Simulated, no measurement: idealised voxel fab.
The following process module bears the name voxel transistor to metal.
Section shown: cut. Width: 300 nm. Cell size: 5 nm, square.
Throughout this document, each cross-section is represented as a grid of square cells and is presented as a sequence of bands enumerated from the top downward, where a band comprises one or more rows of cells.
In this notation a band is specified by the heights of its top and bottom, in that order and in nm, after which its materials appear from left to right, each paired with its width in nm. The word "throughout" attached to a single material means that material fills the band from edge to edge; the word "empty" stands for empty space.
Heights are reckoned from 0. Under this level, the received wafer is all of one material. The bottommost band is open-ended downward, for example "0 and below".
Per-row width for "30->40": begins at first number (top row of band), ends at second number (bottom row), increment between rows held constant.
You'll sometimes find "no alteration" written for a step, and that's the way of saying that nowhere in the cross-section did a cell change during that step.
Entry "Voids, sealed" = empty spaces >= 8 cells with no open way to the top; each as width x height at distance, distance from left edge, all nm.
Post-settings text on a step line: simulator's own remark regarding the step.
The setting "overlay nm" may be written on the line of a step. When the step uses a mask, the value reports how far to the right of the planned place the mask lay, and a negative value reports that it lay to the left.
**Steps in the process plan**
1 RECEIVE,material Si
2 CONFORMAL_DEP,material SiO2,thk nm 5
3 CONFORMAL_DEP,material SiN,thk nm 15
4 MASKED_ETCH,tone cover,mask id ACTIVE,width nm 105,pitch nm 125,etch materials SiN,depth nm 15,overlay nm 0
5 MASKED_ETCH,tone cover,mask id ACTIVE,width nm 105,pitch nm 125,etch materials SiO2,depth nm 5,overlay nm 0
6 MASKED_ETCH,tone cover,mask id ACTIVE,width nm 105,pitch nm 125,etch materials Si,depth nm 30,overlay nm 0
7 OXIDIZE,depth nm 5
8 FILL_DEP,material SiO2,thk nm 15
9 CMP,height nm 20
10 SELECTIVE_ETCH,etch materials SiO2,depth nm 10
11 STRIP,etch materials SiN
12 SELECTIVE_ETCH,etch materials SiO2,depth nm 5
13 OXIDIZE,depth nm 5
14 DIRECTIONAL_DEP,material polySi,thk nm 30
15 DIRECTIONAL_DEP,material SiCN,thk nm 15
16 DIRECTIONAL_DEP,material aC,thk nm 10
17 PATTERN,tone cover,mask id GATE,material resist,width nm 25,pitch nm 125,thk nm 25,overlay nm 0
18 DIRECTIONAL_ETCH,etch materials aC,depth nm 10
19 STRIP,etch materials resist
20 DIRECTIONAL_ETCH,etch materials SiCN,depth nm 25
21 DIRECTIONAL_ETCH,etch materials polySi,depth nm 40
22 STRIP,etch materials aC
23 CONFORMAL_DEP,material SiN,thk nm 5
24 DIRECTIONAL_ETCH,etch materials SiN,depth nm 5
25 DIRECTIONAL_ETCH,etch materials SiO2,depth nm 5
26 DIRECTIONAL_ETCH,etch materials Si,depth nm 15
27 EPI,material pSi,thk nm 20
28 FILL_DEP,material SiO2,thk nm 5
29 CMP,height nm 30
30 STRIP,etch materials polySi
31 SELECTIVE_ETCH,etch materials SiO2,depth nm 5
32 CONFORMAL_DEP,material HfO2,thk nm 5
33 CONFORMAL_DEP,material TiN,thk nm 5
34 FILL_DEP,material W,thk nm 5
35 CMP,height nm 25
36 DIRECTIONAL_DEP,material SiO2,thk nm 10
37 DIRECTIONAL_DEP,material aC,thk nm 10
38 PATTERN,tone open,mask id CONTACT,material resist,width nm 20,thk nm 25,overlay nm 0
39 DIRECTIONAL_ETCH,etch materials aC,depth nm 10
40 STRIP,etch materials resist
41 DIRECTIONAL_ETCH,etch materials SiO2,depth nm 35
42 STRIP,etch materials aC
43 CONFORMAL_DEP,material TiN,thk nm 5
44 FILL_DEP,material Ru,thk nm 10
45 CMP,height nm 35
46 DIRECTIONAL_DEP,material TiN,thk nm 5
47 DIRECTIONAL_DEP,material Ru,thk nm 15
48 MASKED_ETCH,tone cover,mask id METAL_1,width nm 20,etch materials Ru,depth nm 15,overlay nm 0
49 MASKED_ETCH,tone cover,mask id METAL_1,width nm 20,etch materials TiN,depth nm 5,overlay nm 0
50 CONFORMAL_DEP,material SiN,thk nm 5
51 FILL_DEP,material SiO2,thk nm 10
52 CMP,height nm 55
53 CONFORMAL_DEP,material SiCN,thk nm 5
54 DIRECTIONAL_DEP,material lowk,thk nm 30
55 DIRECTIONAL_DEP,material aC,thk nm 10
56 PATTERN,tone open,mask id METAL_2_HOLES,material resist,width nm 15,pitch nm 125,thk nm 30,overlay nm 0
57 DIRECTIONAL_ETCH,etch materials aC,depth nm 10
58 STRIP,etch materials resist
59 DIRECTIONAL_ETCH,etch materials lowk,depth nm 30
60 STRIP,etch materials aC
61 PATTERN,tone open,mask id METAL_2,material resist,width nm 20,pitch nm 125,thk nm 20,overlay nm 0
62 DIRECTIONAL_ETCH,etch materials lowk,depth nm 15
63 DIRECTIONAL_ETCH,etch materials SiCN,depth nm 5
64 STRIP,etch materials resist
65 CONFORMAL_DEP,material TiN,thk nm 5
66 FILL_DEP,material Cu,thk nm 10
67 CMP,height nm 90
68 CONFORMAL_DEP,material SiCN,thk nm 5
Where the wafers of this document differ is in the depth nm of step 31; they start out the same, and the plan states the value that applied to the first wafer.
**As received, i.e. after step 1: cross-section through the first of several wafers**
  0 and below  Si throughout
  Voids, sealed: none
**Table: wafers, a row each; end-of-module cell change per material since receipt, gain (+), loss (-); then closed voids**
depth nm 5, +16 Cu, +34 HfO2, +72 Ru, -264 Si, +114 SiCN, +92 SiN, +468 SiO2, +134 TiN, +8 W, +318 lowk, +148 pSi, Voids, sealed: none
depth nm 10, +16 Cu, +80 HfO2, +56 Ru, -264 Si, +114 SiCN, +92 SiN, +478 SiO2, +94 TiN, +8 W, +318 lowk, +148 pSi, Voids, sealed: none
depth nm 15, +16 Cu, +84 HfO2, +56 Ru, -264 Si, +114 SiCN, +92 SiN, +432 SiO2, +136 TiN, +8 W, +318 lowk, +148 pSi, Voids, sealed: none
depth nm 20, +16 Cu, +88 HfO2, +56 Ru, -264 Si, +114 SiCN, +92 SiN, +402 SiO2, +140 TiN, +30 W, +318 lowk, +148 pSi, Voids, sealed: none
